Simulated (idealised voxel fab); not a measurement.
process module | voxel self aligned contacts
cross-section cut | 260 nm wide | cells 5 nm
A cross-section is a grid of square cells, given in bands from the top down. A band is one or more rows of cells.
Each band's line starts with the height of the band's top and of its bottom, in nm. Then come its materials from left to right, each with its width in nm. One material with "throughout" fills the band from edge to edge. "air" is empty space.
Height 0 is the level under which the wafer as received is all one material. The lowest band goes on downwards, as in "0 down".
A width such as "30 to 40" changes by the same amount from each row of cells to the next, from the band's top row to its bottom row.
"no change" after a step means that no cell of the cross-section changed.
closed voids: empty space of 8 cells or more with no open way to the top, each as width x height at its distance from the left edge, in nm
after a step's settings: what the simulator itself notes on the step
overlay nm, on a step with a mask: how far to the right of its planned place the mask lay; to the left if negative
plan
1 op RECEIVE | material Si
2 op CONFORMAL_DEP | material SiO2 | thk nm 5
3 op DIRECTIONAL_DEP | material polySi | thk nm 30
4 op DIRECTIONAL_DEP | material SiN | thk nm 25
5 op MASKED_ETCH | tone cover | mask id GATE | width nm 30 | pitch nm 75 | etch materials SiN | depth nm 25 | overlay nm 0
6 op MASKED_ETCH | tone cover | mask id GATE | width nm 30 | pitch nm 75 | etch materials polySi | depth nm 30 | overlay nm 0
7 op CONFORMAL_DEP | material SiN | thk nm 10
8 op DIRECTIONAL_ETCH | etch materials SiN | depth nm 10
9 op FILL_DEP | material SiO2 | thk nm 15
10 op CMP | height nm 65
11 op MASKED_ETCH | tone open | mask id CONTACT | width nm 55 | etch materials SiO2 | depth nm 65 | overlay nm 0
12 op CONFORMAL_DEP | material TiN | thk nm 5
13 op FILL_DEP | material W | thk nm 5
14 op CMP | height nm 65
15 op CONFORMAL_DEP | material SiN | thk nm 5
as received, after step 1
  0 down: Si throughout
  closed voids: none
a wafer at the end: this start, this plan, one mistake
  70 to 65: SiN throughout
  65 to 40: SiO2 65 | SiN 10 | polySi 30 | SiN 10 | TiN 5 | W 15 | TiN 5 | SiN 10 | polySi 30 | SiN 10 | SiO2 70
  40 to 35: SiO2 65 | SiN 10 | polySi 30 | SiN 10 | TiN 25 | SiN 10 | polySi 30 | SiN 10 | SiO2 70
  35 to 5: polySi throughout
  5 to 0: SiO2 throughout
  0 down: Si throughout
  closed voids: none
what went wrong: step 3 was run twice
